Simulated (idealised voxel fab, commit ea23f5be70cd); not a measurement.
Herein follows the process module entitled voxel capacitor over wiring.
The width of the displayed cross-section, cut, is 245 nm; its cells are square, with a size of 5 nm.
Cross-section, as written here: a square-cell grid given band by band from the top down, where a band holds one or more rows of cells.
Per band: top height and bottom height in nm, followed by the left-to-right materials and their widths in nm; "full width" marks a single material spanning edge to edge, "empty" marks empty space.
It should be noted that heights are counted from 0, beneath which the wafer as supplied is of one material throughout, and that the lowest band possesses no lower boundary but continues downward, as written in "0 nm and below".
The two numbers in a width such as "30..40" mark its ends across the band: the first belongs to the top row of cells, the second to the bottom row, and from each row to the next the width moves by the same amount.
Reading "remained the same" for a step: not a cell of the cross-section changed in it.
The entry titled "Closed-off voids" provides the empty spaces that have no open way to the top, restricted to those of 8 cells or more. Each is presented as width x height at distance, the distance being measured from the left edge, with all three in nm.
That trailing text on a step's line, after the settings, is the simulator's own remark on the step.
The "overlay nm" setting may appear on a step's line; for a step that uses a mask, it gives how far to the right of its planned position the mask lay, and a negative value indicates the left.
Note: before/after cross-section pairs follow, one process step per pair, after-side truncated at the lowest changed band, step and settings given beneath. Different runs of this module on the same starting wafer may supply the pairs; a pair continues the one above only where the "Prior to step" entry says so.

Prior to step:
> 95 nm to 85 nm  aC full width
> 85 nm to 75 nm  SiO2 full width
> 75 nm to 65 nm  SiO2 80 nm | TiN 55 nm | SiO2 110 nm
> 65 nm to 60 nm  SiO2 80 nm | HfO2 55 nm | SiO2 110 nm
> 60 nm to 50 nm  SiO2 75 nm | TiN 65 nm | SiO2 105 nm
> 50 nm to 35 nm  lowk 80 nm | TiN 5 nm | Ru 5 nm | TiN 5 nm | lowk 150 nm
> 35 nm to 30 nm  SiCN 80 nm | TiN 15 nm | SiCN 150 nm
> 30 nm to 15 nm  SiO2 70 nm | TiN 5 nm | Cu 15 nm | TiN 5 nm | SiO2 50 nm | TiN 5 nm | Cu 15 nm | TiN 5 nm | SiO2 75 nm
> 15 nm to 10 nm  SiN 70 nm | TiN 25 nm | SiN 50 nm | TiN 25 nm | SiN 75 nm
> 10 nm to 0 nm  SiO2 full width
> 0 nm and below  Si full width
> Closed-off voids: none

Post-Step Section View:
> 125 nm to 95 nm  empty 90 nm | resist 15 nm | empty 140 nm
> Under 95: no change, same as before.
> Closed-off voids: none
Quick note on the step between the two cross-sections above: PATTERN: tone cover, mask id PLUG_2, material resist, width nm 15, thk nm 30, overlay nm 0

Prior to step: no separate figure, the pair right above already shows it after its step.

Post-Step Section View:
> 115 nm to 95 nm  empty 90 nm | resist 15 nm | empty 140 nm
> 95 nm to 85 nm  empty 90 nm | aC 15 nm | empty 140 nm
> Under 85: no change, same as before.
> Closed-off voids: none
Quick note on the step between the two cross-sections above: DIRECTIONAL_ETCH: etch materials aC, depth nm 10

Prior to step: no separate figure, the pair right above already shows it after its step.

Post-Step Section View:
> 95 nm to 85 nm  empty 90 nm | aC 15 nm | empty 140 nm
> Under 85: no change, same as before.
> Closed-off voids: none
Quick note on the step between the two cross-sections above: STRIP: etch materials resist

Prior to step: no separate figure, the pair right above already shows it after its step.

Post-Step Section View:
> 95 nm to 85 nm  empty 90 nm | aC 15 nm | empty 140 nm
> 85 nm to 75 nm  empty 90 nm | SiO2 15 nm | empty 140 nm
> Under 75: no change, same as before.
> Closed-off voids: none
Quick note on the step between the two cross-sections above: DIRECTIONAL_ETCH: etch materials SiO2, depth nm 10

Prior to step: no separate figure, the pair right above already shows it after its step.

Post-Step Section View:
> 85 nm to 75 nm  empty 90 nm | SiO2 15 nm | empty 140 nm
> Under 75: no change, same as before.
> Closed-off voids: none
Quick note on the step between the two cross-sections above: STRIP: etch materials aC

Prior to step: no separate figure, the pair right above already shows it after its step.

Post-Step Section View:
> 90 nm to 85 nm  empty 85 nm | TiN 25 nm | empty 135 nm
> 85 nm to 80 nm  empty 85 nm | TiN 5 nm | SiO2 15 nm | TiN 5 nm | empty 135 nm
> 80 nm to 75 nm  TiN 90 nm | SiO2 15 nm | TiN 140 nm
> Under 75: no change, same as before.
> Closed-off voids: none
Quick note on the step between the two cross-sections above: CONFORMAL_DEP: material TiN, thk nm 5

Prior to step: no separate figure, the pair right above already shows it after its step.

Post-Step Section View:
> 100 nm to 90 nm  Ru full width
> 90 nm to 85 nm  Ru 85 nm | TiN 25 nm | Ru 135 nm
> 85 nm to 80 nm  Ru 85 nm | TiN 5 nm | SiO2 15 nm | TiN 5 nm | Ru 135 nm
> Under 80: no change, same as before.
> Closed-off voids: none
Quick note on the step between the two cross-sections above: FILL_DEP: material Ru, thk nm 10

Prior to step: no separate figure, the pair right above already shows it after its step.

Post-Step Section View:
> 85 nm to 80 nm  Ru 85 nm | TiN 5 nm | SiO2 15 nm | TiN 5 nm | Ru 135 nm
> Under 80: no change, same as before.
> Closed-off voids: none
Quick note on the step between the two cross-sections above: CMP: height nm 85

Prior to step: no separate figure, the pair right above already shows it after its step.

Post-Step Section View:
> 90 nm to 85 nm  SiN full width
> Under 85: no change, same as before.
> Closed-off voids: none
Quick note on the step between the two cross-sections above: CONFORMAL_DEP: material SiN, thk nm 5
